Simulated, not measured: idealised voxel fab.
process module | voxel capacitor over wiring
cross-section cut | 300 nm wide | cells 5 nm
A cross-section is a grid of square cells, given in bands from the top down. A band is one or more rows of cells.
Each band's line starts with the height of the band's top and of its bottom, in nm. Then come its materials from left to right, each with its width in nm. One material with "throughout" fills the band from edge to edge. "air" is empty space.
Height 0 is the level under which the wafer as received is all one material. The lowest band goes on downwards, as in "0 down".
A width such as "30 to 40" changes by the same amount from each row of cells to the next, from the band's top row to its bottom row.
"no change" after a step means that no cell of the cross-section changed.
closed voids: empty space of 8 cells or more with no open way to the top, each as width x height at its distance from the left edge, in nm
after a step's settings: what the simulator itself notes on the step
overlay nm, on a step with a mask: how far to the right of its planned place the mask lay; to the left if negative
plan
1 op RECEIVE | material Si
2 op CONFORMAL_DEP | material SiO2 | thk nm 15
3 op CONFORMAL_DEP | material SiN | thk nm 5
4 op DIRECTIONAL_DEP | material lowk | thk nm 20
5 op DIRECTIONAL_DEP | material aC | thk nm 15
6 op PATTERN | tone open | mask id METAL_1 | material resist | width nm 20 | pitch nm 85 | thk nm 30 | overlay nm 0
7 op DIRECTIONAL_ETCH | etch materials aC | depth nm 15
8 op STRIP | etch materials resist
9 op DIRECTIONAL_ETCH | etch materials lowk | depth nm 20
10 op DIRECTIONAL_ETCH | etch materials SiN | depth nm 5
11 op STRIP | etch materials aC
12 op CONFORMAL_DEP | material TiN | thk nm 5
13 op FILL_DEP | material Cu | thk nm 10
14 op CMP | height nm 40
15 op CONFORMAL_DEP | material SiCN | thk nm 5
16 op DIRECTIONAL_DEP | material lowk | thk nm 20
17 op PATTERN | tone open | mask id PLUG_1 | material resist | width nm 15 | thk nm 20 | overlay nm 0
18 op DIRECTIONAL_ETCH | etch materials lowk | depth nm 20
19 op DIRECTIONAL_ETCH | etch materials SiCN | depth nm 5
20 op STRIP | etch materials resist
21 op EPI | material Ru | thk nm 10
22 op EPI | material Ru | thk nm 10
23 op EPI | material Ru | thk nm 5
24 op DIRECTIONAL_DEP | material TiN | thk nm 5
25 op DIRECTIONAL_DEP | material SiN | thk nm 5
26 op DIRECTIONAL_DEP | material TiN | thk nm 10
27 op PATTERN | tone cover | mask id UPPER_PLATE | material resist | width nm 70 | thk nm 15 | overlay nm 0
28 op DIRECTIONAL_ETCH | etch materials TiN | depth nm 10
29 op DIRECTIONAL_ETCH | etch materials SiN | depth nm 5
30 op STRIP | etch materials resist
31 op MASKED_ETCH | tone cover | mask id LOWER_PLATE | width nm 80 | etch materials TiN | depth nm 5 | overlay nm 0
32 op FILL_DEP | material SiO2 | thk nm 20
33 op CMP | height nm 100
34 op MASKED_ETCH | tone open | mask id PLUG_2 | width nm 15 | etch materials SiO2 | depth nm 15 | overlay nm 0
35 op CONFORMAL_DEP | material TiN | thk nm 5
36 op FILL_DEP | material Cu | thk nm 10
37 op CMP | height nm 100
38 op CONFORMAL_DEP | material SiCN | thk nm 5
as received, after step 1
  0 down: Si throughout
  closed voids: none
a wafer at the end: this start, this plan, one mistake
  105 to 100: SiCN throughout
  100 to 90: SiO2 110 | TiN 5 | Cu 5 | TiN 5 | SiO2 175
  90 to 85: SiO2 110 | TiN 15 | SiO2 175
  85 to 75: SiO2 105 | TiN 60 | SiO2 135
  75 to 70: SiO2 105 | SiN 60 | SiO2 135
  70 to 65: SiO2 95 | TiN 80 | SiO2 125
  65 to 45: lowk 100 | Ru 15 | lowk 185
  45 to 40: SiCN 100 | Ru 15 | SiCN 185
  40 to 20: lowk 95 | TiN 5 | Cu 10 | TiN 5 | lowk 65 | TiN 5 | Cu 10 | TiN 5 | lowk 100
  20 to 15: SiN 95 | TiN 20 | SiN 65 | TiN 20 | SiN 100
  15 to 0: SiO2 throughout
  0 down: Si throughout
  closed voids: none
what went wrong: step 27 ran as: op PATTERN | tone cover | mask id UPPER_PLATE | material resist | width nm 60 | thk nm 15 | overlay nm 0
